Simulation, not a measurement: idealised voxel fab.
Process module in this document: voxel gate over fins
Square cells of 5 nm make up the cross-section cut, whose width is 265 nm.
Cross-section = grid of square cells, listed top down in bands; band = one or more rows.
Within each band entry, the heights of the top and of the bottom of the band appear first, in that order and in nm; the materials of the band then follow from left to right, each with its corresponding width in nm. The designation "all across" on a single material indicates that it fills the band from edge to edge; the designation "air" indicates empty space.
Basically, 0 is our baseline, since under it the wafer straight out of the box is all one material. The bottom band has no lower end and keeps on going down, so it looks like "0 -> down".
Width "30..40": first value at the band's top row of cells, second value at its bottom row, equal change from row to row.
Key: "no change occurred" - step with no changed cell in the cross-section.
You'll see "Enclosed internal voids" listing empty spaces that have no way open to the top, as long as they're 8 cells or more; the notation is width x height at distance, where the distance is from the left edge, and all of it is in nm.
On a step's line, text after the settings is the simulator commenting on that step.
What "overlay nm" on a step's line means: if the step has a mask, that mask lay this far to the right of its planned place, or, when the value is negative, to the left.

[The process steps that were planned are listed below]
- 1: op RECEIVE | material Si
- 2: op CONFORMAL_DEP | material SiN | thk nm 5
- 3: op MASKED_ETCH | tone cover | mask id FINS | width nm 15 | pitch nm 60 | etch materials SiN | depth nm 5 | overlay nm 0
- 4: op MASKED_ETCH | tone cover | mask id FINS | width nm 15 | pitch nm 60 | etch materials Si | depth nm 30 | overlay nm 0
- 5: op OXIDIZE | depth nm 5
- 6: op FILL_DEP | material SiO2 | thk nm 5
- 7: op CMP | height nm 5
- 8: op PATTERN | tone open | mask id RAIL | material resist | width nm 15 | thk nm 15 | overlay nm 0
- 9: op DIRECTIONAL_ETCH | etch materials SiO2 | depth nm 30
- 10: op STRIP | etch materials resist
- 11: op CONFORMAL_DEP | material TiN | thk nm 5
- 12: op FILL_DEP | material W | thk nm 5
- 13: op CMP | height nm 5
- 14: op SELECTIVE_ETCH | etch materials W Ru TiN | depth nm 25
- 15: op FILL_DEP | material SiO2 | thk nm 5
- 16: op CMP | height nm 5
- 17: op SELECTIVE_ETCH | etch materials SiO2 | depth nm 15
- 18: op STRIP | etch materials SiN
- 19: op CONFORMAL_DEP | material HfO2 | thk nm 5
- 20: op CONFORMAL_DEP | material TiN | thk nm 5
- 21: op CONFORMAL_DEP | material TiAl | thk nm 5
- 22: op CONFORMAL_DEP | material TiN | thk nm 5
- 23: op FILL_DEP | material W | thk nm 10
- 24: op CMP | height nm 25
- 25: op CONFORMAL_DEP | material SiN | thk nm 5

[Of two wafers, the first: run according to plan]

[Step 1 complete: cross-section of the wafer as received]
	0 -> down = Si all across
	Enclosed internal voids: none

[after step 2]
	5 -> 0 = SiN all across
	Everything under 0 stays put, no change at all.

[after step 3]
	5 -> 0 = air 95, then SiN 15, then air 45, then SiN 15, then air 95
	Everything under 0 stays put, no change at all.

[after step 4]
	5 -> 0 = air 95, then SiN 15, then air 45, then SiN 15, then air 95
	0 -> -30 = air 95, then Si 15, then air 45, then Si 15, then air 95
	Everything under -30 stays put, no change at all.

[after step 5]
	5 -> 0 = air 95, then SiN 15, then air 45, then SiN 15, then air 95
	0 -> -30 = air 95, then SiO2 5, then Si 5, then SiO2 5, then air 45, then SiO2 5, then Si 5, then SiO2 5, then air 95
	-30 -> -35 = SiO2 100, then Si 5, then SiO2 55, then Si 5, then SiO2 100
	Everything under -35 stays put, no change at all.

[after step 6]
	10 -> 5 = SiO2 all across
	5 -> 0 = SiO2 95, then SiN 15, then SiO2 45, then SiN 15, then SiO2 95
	0 -> -35 = SiO2 100, then Si 5, then SiO2 55, then Si 5, then SiO2 100
	Everything under -35 stays put, no change at all.

[after step 7]
	5 -> 0 = SiO2 95, then SiN 15, then SiO2 45, then SiN 15, then SiO2 95
	Everything under 0 stays put, no change at all.

[after step 8]
	20 -> 5 = resist 125, then air 15, then resist 125
	Everything under 5 stays put, no change at all.

[after step 9]
	20 -> 5 = resist 125, then air 15, then resist 125
	5 -> 0 = SiO2 95, then SiN 15, then SiO2 15, then air 15, then SiO2 15, then SiN 15, then SiO2 95
	0 -> -25 = SiO2 100, then Si 5, then SiO2 20, then air 15, then SiO2 20, then Si 5, then SiO2 100
	Everything under -25 stays put, no change at all.

[after step 10]
	5 -> 0 = SiO2 95, then SiN 15, then SiO2 15, then air 15, then SiO2 15, then SiN 15, then SiO2 95
	Everything under 0 stays put, no change at all.

[after step 11]
	10 -> 5 = TiN 130, then air 5, then TiN 130
	5 -> 0 = SiO2 95, then SiN 15, then SiO2 15, then TiN 5, then air 5, then TiN 5, then SiO2 15, then SiN 15, then SiO2 95
	0 -> -20 = SiO2 100, then Si 5, then SiO2 20, then TiN 5, then air 5, then TiN 5, then SiO2 20, then Si 5, then SiO2 100
	-20 -> -25 = SiO2 100, then Si 5, then SiO2 20, then TiN 15, then SiO2 20, then Si 5, then SiO2 100
	Everything under -25 stays put, no change at all.

[after step 12]
	15 -> 10 = W all across
	10 -> 5 = TiN 130, then W 5, then TiN 130
	5 -> 0 = SiO2 95, then SiN 15, then SiO2 15, then TiN 5, then W 5, then TiN 5, then SiO2 15, then SiN 15, then SiO2 95
	0 -> -20 = SiO2 100, then Si 5, then SiO2 20, then TiN 5, then W 5, then TiN 5, then SiO2 20, then Si 5, then SiO2 100
	Everything under -20 stays put, no change at all.

[after step 13]
	5 -> 0 = SiO2 95, then SiN 15, then SiO2 15, then TiN 5, then W 5, then TiN 5, then SiO2 15, then SiN 15, then SiO2 95
	Everything under 0 stays put, no change at all.

[after step 14]
	5 -> 0 = SiO2 95, then SiN 15, then SiO2 15, then air 15, then SiO2 15, then SiN 15, then SiO2 95
	0 -> -20 = SiO2 100, then Si 5, then SiO2 20, then air 15, then SiO2 20, then Si 5, then SiO2 100
	Everything under -20 stays put, no change at all.

[after step 15]
	10 -> 5 = SiO2 all across
	5 -> 0 = SiO2 95, then SiN 15, then SiO2 45, then SiN 15, then SiO2 95
	0 -> -20 = SiO2 100, then Si 5, then SiO2 55, then Si 5, then SiO2 100
	Everything under -20 stays put, no change at all.

[after step 16]
	5 -> 0 = SiO2 95, then SiN 15, then SiO2 45, then SiN 15, then SiO2 95
	Everything under 0 stays put, no change at all.

[after step 17]
	5 -> 0 = air 95, then SiN 15, then air 45, then SiN 15, then air 95
	0 -> -10 = air 100, then Si 5, then air 55, then Si 5, then air 100
	Everything under -10 stays put, no change at all.

[after step 18]
	0 -> -10 = air 100, then Si 5, then air 55, then Si 5, then air 100
	Everything under -10 stays put, no change at all.

[after step 19]
	5 -> 0 = air 95, then HfO2 15, then air 45, then HfO2 15, then air 95
	0 -> -5 = air 95, then HfO2 5, then Si 5, then HfO2 5, then air 45, then HfO2 5, then Si 5, then HfO2 5, then air 95
	-5 -> -10 = HfO2 100, then Si 5, then HfO2 55, then Si 5, then HfO2 100
	Everything under -10 stays put, no change at all.

[after step 20]
	10 -> 5 = air 90, then TiN 25, then air 35, then TiN 25, then air 90
	5 -> 0 = air 90, then TiN 5, then HfO2 15, then TiN 5, then air 35, then TiN 5, then HfO2 15, then TiN 5, then air 90
	0 -> -5 = TiN 95, then HfO2 5, then Si 5, then HfO2 5, then TiN 45, then HfO2 5, then Si 5, then HfO2 5, then TiN 95
	Everything under -5 stays put, no change at all.

[after step 21]
	15 -> 10 = air 85, then TiAl 35, then air 25, then TiAl 35, then air 85
	10 -> 5 = air 85, then TiAl 5, then TiN 25, then TiAl 5, then air 25, then TiAl 5, then TiN 25, then TiAl 5, then air 85
	5 -> 0 = TiAl 90, then TiN 5, then HfO2 15, then TiN 5, then TiAl 35, then TiN 5, then HfO2 15, then TiN 5, then TiAl 90
	Everything under 0 stays put, no change at all.

[after step 22]
	20 -> 15 = air 80, then TiN 45, then air 15, then TiN 45, then air 80
	15 -> 10 = air 80, then TiN 5, then TiAl 35, then TiN 5, then air 15, then TiN 5, then TiAl 35, then TiN 5, then air 80
	10 -> 5 = TiN 85, then TiAl 5, then TiN 25, then TiAl 5, then TiN 25, then TiAl 5, then TiN 25, then TiAl 5, then TiN 85
	Everything under 5 stays put, no change at all.

[after step 23]
	30 -> 20 = W all across
	20 -> 15 = W 80, then TiN 45, then W 15, then TiN 45, then W 80
	15 -> 10 = W 80, then TiN 5, then TiAl 35, then TiN 5, then W 15, then TiN 5, then TiAl 35, then TiN 5, then W 80
	Everything under 10 stays put, no change at all.

[after step 24]
	25 -> 20 = W all across
	Everything under 20 stays put, no change at all.

[after step 25]
	30 -> 25 = SiN all across
	Everything under 25 stays put, no change at all.

[Second wafer - shared start and plan with the first - one error in running - same as the first up to step 2 inclusive]

[Cross-sectional view of the second wafer at the intended end time of process step 3]
	5 -> 0 = air 90, then SiN 25, then air 35, then SiN 25, then air 90
	Everything under 0 stays put, no change at all.

[Cross-sectional view of the second wafer at the intended end time of process step 4]
	5 -> 0 = air 90, then SiN 25, then air 35, then SiN 25, then air 90
	0 -> -30 = air 90, then Si 25, then air 35, then Si 25, then air 90
	Everything under -30 stays put, no change at all.

[Cross-sectional view of the second wafer at the intended end time of process step 5]
	5 -> 0 = air 90, then SiN 25, then air 35, then SiN 25, then air 90
	0 -> -30 = air 90, then SiO2 5, then Si 15, then SiO2 5, then air 35, then SiO2 5, then Si 15, then SiO2 5, then air 90
	-30 -> -35 = SiO2 95, then Si 15, then SiO2 45, then Si 15, then SiO2 95
	Everything under -35 stays put, no change at all.

[Cross-sectional view of the second wafer at the intended end time of process step 6]
	10 -> 5 = SiO2 all across
	5 -> 0 = SiO2 90, then SiN 25, then SiO2 35, then SiN 25, then SiO2 90
	0 -> -35 = SiO2 95, then Si 15, then SiO2 45, then Si 15, then SiO2 95
	Everything under -35 stays put, no change at all.

[Cross-sectional view of the second wafer at the intended end time of process step 7]
	5 -> 0 = SiO2 90, then SiN 25, then SiO2 35, then SiN 25, then SiO2 90
	Everything under 0 stays put, no change at all.

[Cross-sectional view of the second wafer at the intended end time of process step 8]
	20 -> 5 = resist 125, then air 15, then resist 125
	Everything under 5 stays put, no change at all.

[Cross-sectional view of the second wafer at the intended end time of process step 9]
	20 -> 5 = resist 125, then air 15, then resist 125
	5 -> 0 = SiO2 90, then SiN 25, then SiO2 10, then air 15, then SiO2 10, then SiN 25, then SiO2 90
	0 -> -25 = SiO2 95, then Si 15, then SiO2 15, then air 15, then SiO2 15, then Si 15, then SiO2 95
	Everything under -25 stays put, no change at all.

[Cross-sectional view of the second wafer at the intended end time of process step 10]
	5 -> 0 = SiO2 90, then SiN 25, then SiO2 10, then air 15, then SiO2 10, then SiN 25, then SiO2 90
	Everything under 0 stays put, no change at all.

[Cross-sectional view of the second wafer at the intended end time of process step 11]
	10 -> 5 = TiN 130, then air 5, then TiN 130
	5 -> 0 = SiO2 90, then SiN 25, then SiO2 10, then TiN 5, then air 5, then TiN 5, then SiO2 10, then SiN 25, then SiO2 90
	0 -> -20 = SiO2 95, then Si 15, then SiO2 15, then TiN 5, then air 5, then TiN 5, then SiO2 15, then Si 15, then SiO2 95
	-20 -> -25 = SiO2 95, then Si 15, then SiO2 15, then TiN 15, then SiO2 15, then Si 15, then SiO2 95
	Everything under -25 stays put, no change at all.

[Cross-sectional view of the second wafer at the intended end time of process step 12]
	15 -> 10 = W all across
	10 -> 5 = TiN 130, then W 5, then TiN 130
	5 -> 0 = SiO2 90, then SiN 25, then SiO2 10, then TiN 5, then W 5, then TiN 5, then SiO2 10, then SiN 25, then SiO2 90
	0 -> -20 = SiO2 95, then Si 15, then SiO2 15, then TiN 5, then W 5, then TiN 5, then SiO2 15, then Si 15, then SiO2 95
	Everything under -20 stays put, no change at all.

[Cross-sectional view of the second wafer at the intended end time of process step 13]
	5 -> 0 = SiO2 90, then SiN 25, then SiO2 10, then TiN 5, then W 5, then TiN 5, then SiO2 10, then SiN 25, then SiO2 90
	Everything under 0 stays put, no change at all.

[Cross-sectional view of the second wafer at the intended end time of process step 14]
	5 -> 0 = SiO2 90, then SiN 25, then SiO2 10, then air 15, then SiO2 10, then SiN 25, then SiO2 90
	0 -> -20 = SiO2 95, then Si 15, then SiO2 15, then air 15, then SiO2 15, then Si 15, then SiO2 95
	Everything under -20 stays put, no change at all.

[Cross-sectional view of the second wafer at the intended end time of process step 15]
	10 -> 5 = SiO2 all across
	5 -> 0 = SiO2 90, then SiN 25, then SiO2 35, then SiN 25, then SiO2 90
	0 -> -20 = SiO2 95, then Si 15, then SiO2 45, then Si 15, then SiO2 95
	Everything under -20 stays put, no change at all.

[Cross-sectional view of the second wafer at the intended end time of process step 16]
	5 -> 0 = SiO2 90, then SiN 25, then SiO2 35, then SiN 25, then SiO2 90
	Everything under 0 stays put, no change at all.

[Cross-sectional view of the second wafer at the intended end time of process step 17]
	5 -> 0 = air 90, then SiN 25, then air 35, then SiN 25, then air 90
	0 -> -10 = air 95, then Si 15, then air 45, then Si 15, then air 95
	Everything under -10 stays put, no change at all.

[Cross-sectional view of the second wafer at the intended end time of process step 18]
	0 -> -10 = air 95, then Si 15, then air 45, then Si 15, then air 95
	Everything under -10 stays put, no change at all.

[Cross-sectional view of the second wafer at the intended end time of process step 19]
	5 -> 0 = air 90, then HfO2 25, then air 35, then HfO2 25, then air 90
	0 -> -5 = air 90, then HfO2 5, then Si 15, then HfO2 5, then air 35, then HfO2 5, then Si 15, then HfO2 5, then air 90
	-5 -> -10 = HfO2 95, then Si 15, then HfO2 45, then Si 15, then HfO2 95
	Everything under -10 stays put, no change at all.

[Cross-sectional view of the second wafer at the intended end time of process step 20]
	10 -> 5 = air 85, then TiN 35, then air 25, then TiN 35, then air 85
	5 -> 0 = air 85, then TiN 5, then HfO2 25, then TiN 5, then air 25, then TiN 5, then HfO2 25, then TiN 5, then air 85
	0 -> -5 = TiN 90, then HfO2 5, then Si 15, then HfO2 5, then TiN 35, then HfO2 5, then Si 15, then HfO2 5, then TiN 90
	Everything under -5 stays put, no change at all.

[Cross-sectional view of the second wafer at the intended end time of process step 21]
	15 -> 10 = air 80, then TiAl 45, then air 15, then TiAl 45, then air 80
	10 -> 5 = air 80, then TiAl 5, then TiN 35, then TiAl 5, then air 15, then TiAl 5, then TiN 35, then TiAl 5, then air 80
	5 -> 0 = TiAl 85, then TiN 5, then HfO2 25, then TiN 5, then TiAl 25, then TiN 5, then HfO2 25, then TiN 5, then TiAl 85
	Everything under 0 stays put, no change at all.

[Cross-sectional view of the second wafer at the intended end time of process step 22]
	20 -> 15 = air 75, then TiN 55, then air 5, then TiN 55, then air 75
	15 -> 10 = air 75, then TiN 5, then TiAl 45, then TiN 5, then air 5, then TiN 5, then TiAl 45, then TiN 5, then air 75
	10 -> 5 = TiN 80, then TiAl 5, then TiN 35, then TiAl 5, then TiN 15, then TiAl 5, then TiN 35, then TiAl 5, then TiN 80
	Everything under 5 stays put, no change at all.

[Cross-sectional view of the second wafer at the intended end time of process step 23]
	30 -> 20 = W all across
	20 -> 15 = W 75, then TiN 55, then W 5, then TiN 55, then W 75
	15 -> 10 = W 75, then TiN 5, then TiAl 45, then TiN 5, then W 5, then TiN 5, then TiAl 45, then TiN 5, then W 75
	Everything under 10 stays put, no change at all.

[Cross-sectional view of the second wafer at the intended end time of process step 24]
	25 -> 20 = W all across
	Everything under 20 stays put, no change at all.

[Cross-sectional view of the second wafer at the intended end time of process step 25]
	30 -> 25 = SiN all across
	Everything under 25 stays put, no change at all.
Against the plan, the run slipped here: step 3 off recipe, ran as op MASKED_ETCH | tone cover | mask id FINS | width nm 25 | pitch nm 60 | etch materials SiN | depth nm 5 | overlay nm 0
Materials where the second wafer ends with more or fewer cells than the first: 28 more of Si | 20 fewer of SiO2 | 8 fewer of W
